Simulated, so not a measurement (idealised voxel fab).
The following is a process module called voxel fin reveal.
205 nm wide, 5 nm square cells: that's cross-section cut.
The cross-sections in this document take the form of a grid made of square cells. They are written out as bands, in order from top to bottom. Each band consists of one or more rows of cells. Read a band's entry like this: the first values are the height of its top and the height of its bottom in nm, and what follows is the sequence of materials from left to right, each with its width in nm. Note that "blank" is empty space, and that a single material marked "throughout" reaches across the band from edge to edge. Heights are measured from 0, the level below which the as-received wafer is all one material; the lowest band has no bottom and continues downward, written as in "0 down". The two numbers in a width such as "30 to 40" mark its ends across the band: the first belongs to the top row of cells, the second to the bottom row, and from each row to the next the width moves by the same amount. "nothing got changed" means the step left every cell of the cross-section as it was. Entry "Enclosed void inventory" = empty spaces >= 8 cells with no open way to the top; each as width x height at distance, distance from left edge, all nm. On each step's line, the part that comes after the settings is the simulator's own comment on the step. "overlay nm" denotes, for a step that has a mask, the displacement of the mask to the right of its planned place, with negative values corresponding to the left.
## The process steps that were planned are listed below
1. RECEIVE [material Si]
2. CONFORMAL_DEP [material SiN] [thk nm 5]
3. MASKED_ETCH [tone cover] [mask id FINS] [width nm 15] [pitch nm 35] [etch materials SiN] [depth nm 5] [overlay nm 0]
4. MASKED_ETCH [tone cover] [mask id FINS] [width nm 15] [pitch nm 35] [etch materials Si] [depth nm 30] [overlay nm 0]
5. FILL_DEP [material SiO2] [thk nm 5]
6. CMP [height nm 5]
7. SELECTIVE_ETCH [etch materials SiO2] [depth nm 25]
8. STRIP [etch materials SiN]
9. CONFORMAL_DEP [material HfO2] [thk nm 5]
## Cross-section, incoming material, after step 1
	0 down: Si throughout
	Enclosed void inventory: none
## Cross-section taken at module completion on the first of two wafers; processed per the plan
	5 to 0: blank: 70, then HfO2: 25, then blank: 10, then HfO2: 25, then blank: 75
	0 to -15: blank: 70, then HfO2: 5, then Si: 15, then HfO2: 5, then blank: 10, then HfO2: 5, then Si: 15, then HfO2: 5, then blank: 75
	-15 to -20: HfO2: 75, then Si: 15, then HfO2: 20, then Si: 15, then HfO2: 80
	-20 to -30: SiO2: 75, then Si: 15, then SiO2: 20, then Si: 15, then SiO2: 80
	-30 down: Si throughout
	Enclosed void inventory: none
## What the second wafer looks like in cross-section once the module is done. Its start and its plan matched the first wafer's exactly; what differed was one mistake in how it was run
	5 to 0: blank: 70, then HfO2: 25, then blank: 10, then HfO2: 25, then blank: 75
	0 to -15: blank: 70, then HfO2: 5, then Si: 15, then HfO2: 5, then blank: 10, then HfO2: 5, then Si: 15, then HfO2: 5, then blank: 75
	-15 to -20: HfO2: 75, then Si: 15, then HfO2: 20, then Si: 15, then HfO2: 80
	-20 to -60: SiO2: 75, then Si: 15, then SiO2: 20, then Si: 15, then SiO2: 80
	-60 down: Si throughout
	Enclosed void inventory: none
The mistake made against the process plan was this: plan step 4 was twice executed
At the finish, the second wafer shows more or fewer cells for some materials than the first does: 210 fewer of Si | 210 more of SiO2
